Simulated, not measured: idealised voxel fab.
The following process module bears the name voxel air gaps.
cross-section cut | 245 nm wide | cells 5 nm
Think of the cross-section as a grid of square cells. We describe it in bands, top to bottom, and each band covers one or more rows of those cells.
Heads up on the band format: heights come first, top then bottom, in nm. After that it's the materials left to right, each with its width in nm. A single material flagged "everywhere" fills the whole band edge to edge, and "empty" means there's empty space there.
Height 0 is the level under which the wafer as received is all one material. The lowest band goes on downwards, as in "0 -> down".
Think of "30 to 40" as a width that walks from the first number to the second as you go down the band, top row to bottom row, taking equal-sized steps from row to row.
Basically "changes: none" means that step didn't change any cell in the cross-section.
This entry, "Enclosed void inventory", enumerates those empty regions of no fewer than 8 cells that possess no open connection to the top. Each region is reported in the form width x height at distance, the distance being taken from the left edge, with all three quantities expressed in nm.
On each step's line, the part that comes after the settings is the simulator's own comment on the step.
The setting "overlay nm" may be written on the line of a step. When the step uses a mask, the value reports how far to the right of the planned place the mask lay, and a negative value reports that it lay to the left.

Process steps (planned):
1. RECEIVE (material Si)
2. CONFORMAL_DEP (material SiO2; thk nm 10)
3. CONFORMAL_DEP (material SiN; thk nm 5)
4. DIRECTIONAL_DEP (material lowk; thk nm 40)
5. DIRECTIONAL_DEP (material aC; thk nm 10)
6. PATTERN (tone open; mask id LINES; material resist; width nm 25; pitch nm 50; thk nm 30; overlay nm 0)
7. DIRECTIONAL_ETCH (etch materials aC; depth nm 10)
8. STRIP (etch materials resist)
9. DIRECTIONAL_ETCH (etch materials lowk; depth nm 40)
10. STRIP (etch materials aC)
11. CONFORMAL_DEP (material TiN; thk nm 5)
12. FILL_DEP (material Ru; thk nm 5)
13. CMP (height nm 55)
14. EPI (material Ru; thk nm 10)
15. SELECTIVE_ETCH (etch materials lowk; depth nm 50)
16. CONFORMAL_DEP (material SiN; thk nm 5)

The first of two wafers, run as planned:

Step 1 complete: cross-section of the wafer as received:
> 0 -> down | Si everywhere
> Enclosed void inventory: none

The wafer, seen in cross-section, after step 2:
> 10 -> 0 | SiO2 everywhere
> Unchanged below 0.

The wafer, seen in cross-section, after step 3:
> 15 -> 10 | SiN everywhere
> Unchanged below 10.

The wafer, seen in cross-section, after step 4:
> 55 -> 15 | lowk everywhere
> Unchanged below 15.

The wafer, seen in cross-section, after step 5:
> 65 -> 55 | aC everywhere
> Unchanged below 55.

The wafer, seen in cross-section, after step 6:
> 95 -> 65 | 60 nm resist; 25 nm empty; 25 nm resist; 25 nm empty; 25 nm resist; 25 nm empty; 60 nm resist
> Unchanged below 65.

The wafer, seen in cross-section, after step 7:
> 85 -> 65 | 60 nm resist; 25 nm empty; 25 nm resist; 25 nm empty; 25 nm resist; 25 nm empty; 60 nm resist
> 65 -> 55 | 60 nm aC; 25 nm empty; 25 nm aC; 25 nm empty; 25 nm aC; 25 nm empty; 60 nm aC
> Unchanged below 55.

The wafer, seen in cross-section, after step 8:
> 65 -> 55 | 60 nm aC; 25 nm empty; 25 nm aC; 25 nm empty; 25 nm aC; 25 nm empty; 60 nm aC
> Unchanged below 55.

The wafer, seen in cross-section, after step 9:
> 65 -> 55 | 60 nm aC; 25 nm empty; 25 nm aC; 25 nm empty; 25 nm aC; 25 nm empty; 60 nm aC
> 55 -> 15 | 60 nm lowk; 25 nm empty; 25 nm lowk; 25 nm empty; 25 nm lowk; 25 nm empty; 60 nm lowk
> Unchanged below 15.

The wafer, seen in cross-section, after step 10:
> 55 -> 15 | 60 nm lowk; 25 nm empty; 25 nm lowk; 25 nm empty; 25 nm lowk; 25 nm empty; 60 nm lowk
> Unchanged below 15.

The wafer, seen in cross-section, after step 11:
> 60 -> 55 | 65 nm TiN; 15 nm empty; 35 nm TiN; 15 nm empty; 35 nm TiN; 15 nm empty; 65 nm TiN
> 55 -> 20 | 60 nm lowk; 5 nm TiN; 15 nm empty; 5 nm TiN; 25 nm lowk; 5 nm TiN; 15 nm empty; 5 nm TiN; 25 nm lowk; 5 nm TiN; 15 nm empty; 5 nm TiN; 60 nm lowk
> 20 -> 15 | 60 nm lowk; 25 nm TiN; 25 nm lowk; 25 nm TiN; 25 nm lowk; 25 nm TiN; 60 nm lowk
> Unchanged below 15.

The wafer, seen in cross-section, after step 12:
> 65 -> 60 | Ru everywhere
> 60 -> 55 | 65 nm TiN; 15 nm Ru; 35 nm TiN; 15 nm Ru; 35 nm TiN; 15 nm Ru; 65 nm TiN
> 55 -> 20 | 60 nm lowk; 5 nm TiN; 15 nm Ru; 5 nm TiN; 25 nm lowk; 5 nm TiN; 15 nm Ru; 5 nm TiN; 25 nm lowk; 5 nm TiN; 15 nm Ru; 5 nm TiN; 60 nm lowk
> Unchanged below 20.

The wafer, seen in cross-section, after step 13:
> 55 -> 20 | 60 nm lowk; 5 nm TiN; 15 nm Ru; 5 nm TiN; 25 nm lowk; 5 nm TiN; 15 nm Ru; 5 nm TiN; 25 nm lowk; 5 nm TiN; 15 nm Ru; 5 nm TiN; 60 nm lowk
> Unchanged below 20.

The wafer, seen in cross-section, after step 14:
> 65 -> 55 | 50 nm empty; 45 nm Ru; 5 nm empty; 45 nm Ru; 5 nm empty; 45 nm Ru; 50 nm empty
> Unchanged below 55.

The wafer, seen in cross-section, after step 15:
> 65 -> 55 | 50 nm empty; 45 nm Ru; 5 nm empty; 45 nm Ru; 5 nm empty; 45 nm Ru; 50 nm empty
> 55 -> 20 | 60 nm empty; 5 nm TiN; 15 nm Ru; 5 nm TiN; 25 nm empty; 5 nm TiN; 15 nm Ru; 5 nm TiN; 25 nm empty; 5 nm TiN; 15 nm Ru; 5 nm TiN; 60 nm empty
> 20 -> 15 | 60 nm empty; 25 nm TiN; 25 nm empty; 25 nm TiN; 25 nm empty; 25 nm TiN; 60 nm empty
> Unchanged below 15.

The wafer, seen in cross-section, after step 16:
> 70 -> 65 | 45 nm empty; 155 nm SiN; 45 nm empty
> 65 -> 55 | 45 nm empty; 5 nm SiN; 45 nm Ru; 5 nm SiN; 45 nm Ru; 5 nm SiN; 45 nm Ru; 5 nm SiN; 45 nm empty
> 55 -> 50 | 45 nm empty; 15 nm SiN; 5 nm TiN; 15 nm Ru; 5 nm TiN; 25 nm SiN; 5 nm TiN; 15 nm Ru; 5 nm TiN; 25 nm SiN; 5 nm TiN; 15 nm Ru; 5 nm TiN; 15 nm SiN; 45 nm empty
> 50 -> 20 | 55 nm empty; 5 nm SiN; 5 nm TiN; 15 nm Ru; 5 nm TiN; 5 nm SiN; 15 nm empty; 5 nm SiN; 5 nm TiN; 15 nm Ru; 5 nm TiN; 5 nm SiN; 15 nm empty; 5 nm SiN; 5 nm TiN; 15 nm Ru; 5 nm TiN; 5 nm SiN; 55 nm empty
> 20 -> 15 | 60 nm SiN; 25 nm TiN; 25 nm SiN; 25 nm TiN; 25 nm SiN; 25 nm TiN; 60 nm SiN
> Unchanged below 15.
> Enclosed void inventory: 15 x 30 at 90; 15 x 30 at 140

Second wafer, same starting state and plan as the first, one mistake in the run, identical through step 15:

Second wafer, section view, time point: scheduled end of step 16: changes: none
So what did we get wrong on this run? the plan's step 16 was left out and never carried out
Wrapping up, a cell-based count of both wafers puts the second over or under the first for these materials: SiN: 125 fewer
The closed voids present at the end amount to 2 for the first wafer and 0 for the second wafer.
